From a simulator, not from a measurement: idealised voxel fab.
This is a process module. Its name is voxel local oxidation.
Shown is cross-section cut, with a width of 295 nm and square cells of size 5 nm.
Cross-section = grid of square cells, listed top down in bands; band = one or more rows. Band: top height; bottom height; in nm. Then, left to right: material with width in nm, for each material. "throughout": a single material spanning edge to edge. "empty": empty space. A quick word on heights: they are counted from 0, and under that level the wafer as it came to us is one material throughout. The lowest band is different from the rest in having no bottom; it simply continues downward, written as in "0 -> down". A width such as "30 to 40" changes by the same amount from each row of cells to the next, from the band's top row to its bottom row. No cell of the cross-section changed in a step that is given as "no modifications". The label "Trapped cavities" introduces a list of the empty spaces, 8 cells or larger, that have no open way up to the top; each entry in it reads width x height at distance, where the distance is taken from the left edge and all three are stated in nm. It should be noted that, on the line of a given step, the content following the step's settings is a remark produced by the simulator itself with respect to that step. overlay nm: for a step with a mask, the amount by which the mask lay right of where it was planned; a negative amount means left of it.

Plan
1) RECEIVE | material Si
2) CONFORMAL_DEP | material SiO2 | thk nm 5
3) CONFORMAL_DEP | material SiN | thk nm 15
4) PATTERN | tone cover | mask id ACTIVE | material resist | width nm 120 | thk nm 15 | overlay nm 0
5) DIRECTIONAL_ETCH | etch materials SiN | depth nm 15
6) STRIP | etch materials resist
7) SELECTIVE_ETCH | etch materials SiO2 | depth nm 5
8) OXIDIZE | depth nm 10
9) STRIP | etch materials SiN

The following pertains to the first of two wafers, which was processed as planned

The cross-section here shows the wafer as received, i.e. in its state after step 1
> 0 -> down = Si throughout
> Trapped cavities: none

So this is the wafer cross-section right after step 2
> 5 -> 0 = SiO2 throughout
> Everything below 0 is unchanged.

So this is the wafer cross-section right after step 3
> 20 -> 5 = SiN throughout
> Everything below 5 is unchanged.

So this is the wafer cross-section right after step 4
> 35 -> 20 = empty=85  resist=120  empty=90
> Everything below 20 is unchanged.

So this is the wafer cross-section right after step 5
> 35 -> 20 = empty=85  resist=120  empty=90
> 20 -> 5 = empty=85  SiN=120  empty=90
> Everything below 5 is unchanged.

So this is the wafer cross-section right after step 6
> 20 -> 5 = empty=85  SiN=120  empty=90
> Everything below 5 is unchanged.

So this is the wafer cross-section right after step 7
> 20 -> 5 = empty=85  SiN=120  empty=90
> 5 -> 0 = empty=90  SiO2=110  empty=95
> Everything below 0 is unchanged.

So this is the wafer cross-section right after step 8
> 20 -> 5 = empty=85  SiN=120  empty=90
> 5 -> 0 = empty=90  SiO2=110  empty=95
> 0 -> -10 = SiO2=100  Si=90  SiO2=105
> Everything below -10 is unchanged.

So this is the wafer cross-section right after step 9
> 5 -> 0 = empty=90  SiO2=110  empty=95
> Everything below 0 is unchanged.

The second wafer was prepared from the same starting point and under the same plan as the first; its processing contained one mistake, and it remains indistinguishable from the first wafer up to and including step 7

Second wafer, section view, time point: scheduled end of step 8
> 5 -> 0 = empty=90  SiO2=110  empty=95
> Everything below 0 is unchanged.

Second wafer, section view, time point: scheduled end of step 9
> 5 -> 0 = empty=90  SiO2=110  empty=95
> 0 -> -10 = SiO2=100  Si=90  SiO2=105
> Everything below -10 is unchanged.
Error vs. plan: deviation from plan: step 9 and step 8 executed in one another's positions
The mistake has no effect on what this model computes, because the two wafers end with the same cross-section.
